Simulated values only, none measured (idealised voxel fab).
Process module under the name voxel trench capacitor
Section cut is 245 nm wide and gridded with 5 nm square cells.
The cross-sections in this document take the form of a grid made of square cells. They are written out as bands, in order from top to bottom. Each band consists of one or more rows of cells. It is stipulated that each band's entry specify, in nanometres, the height of the top of the band and then that of its bottom, followed by the materials of the band in left-to-right sequence, each together with its width in nanometres. A single material marked by the word "full width" is understood to fill the band from edge to edge; the word "blank" is understood to denote empty space. Ref level 0: as-received wafer is one material below here. Bottom band extends down with no lower bound ("0 and below"). Quick explanation for "30->40": the width changes in equal steps down the rows of cells, from the first number in the band's top row to the second number in its bottom row. The cross-section has no changed cell in any step marked "identical to before". Heads up: "Closed void inventory" only lists the empty pockets with no open path to the top that are 8 cells or more, and it writes them as width x height at distance, distance from the left edge, in nm. That trailing text on a step's line, after the settings, is the simulator's own remark on the step. Regarding "overlay nm": on a step with a mask, it is the distance the mask lay to the right of its planned place; a negative value places it to the left.

# Listed below are the process steps as planned
1: RECEIVE [material Si]
2: CONFORMAL_DEP [material SiN] [thk nm 5]
3: DIRECTIONAL_DEP [material aC] [thk nm 15]
4: PATTERN [tone open] [mask id TRENCH] [material resist] [width nm 15] [pitch nm 35] [thk nm 35] [overlay nm 0]
5: DIRECTIONAL_ETCH [etch materials aC] [depth nm 15]
6: STRIP [etch materials resist]
7: DIRECTIONAL_ETCH [etch materials SiN] [depth nm 5]
8: DIRECTIONAL_ETCH [etch materials Si] [depth nm 35]
9: STRIP [etch materials aC]
10: CONFORMAL_DEP [material SiO2] [thk nm 5]
11: FILL_DEP [material polySi] [thk nm 10]
12: CMP [height nm 5]

# Delivered wafer in cross-section: state after step 1
    0 and below  Si full width
    Closed void inventory: none

# Cross-section taken at module completion on the first of two wafers; processed per the plan
    5 down to 0  SiN 95 nm, then SiO2 5 nm, then polySi 5 nm, then SiO2 5 nm, then SiN 20 nm, then SiO2 5 nm, then polySi 5 nm, then SiO2 5 nm, then SiN 100 nm
    0 down to -30  Si 95 nm, then SiO2 5 nm, then polySi 5 nm, then SiO2 5 nm, then Si 20 nm, then SiO2 5 nm, then polySi 5 nm, then SiO2 5 nm, then Si 100 nm
    -30 down to -35  Si 95 nm, then SiO2 15 nm, then Si 20 nm, then SiO2 15 nm, then Si 100 nm
    -35 and below  Si full width
    Closed void inventory: none

# Presented here is a cross-section of the second of the two wafers as it stood at the end of the module. It was started in the same manner and assigned the same plan as the first wafer; however, one mistake was made in its execution
    5 down to 0  SiN 105 nm, then SiO2 5 nm, then polySi 5 nm, then SiO2 5 nm, then SiN 20 nm, then SiO2 5 nm, then polySi 5 nm, then SiO2 5 nm, then SiN 90 nm
    0 down to -30  Si 105 nm, then SiO2 5 nm, then polySi 5 nm, then SiO2 5 nm, then Si 20 nm, then SiO2 5 nm, then polySi 5 nm, then SiO2 5 nm, then Si 90 nm
    -30 down to -35  Si 105 nm, then SiO2 15 nm, then Si 20 nm, then SiO2 15 nm, then Si 90 nm
    -35 and below  Si full width
    Closed void inventory: none
Deviation from plan: step 4 ran as: PATTERN [tone open] [mask id TRENCH] [material resist] [width nm 15] [pitch nm 35] [thk nm 35] [overlay nm 10]
If you tally the cells, the second wafer ends up with the same amount of every material as the first; it's all just sitting in different places.
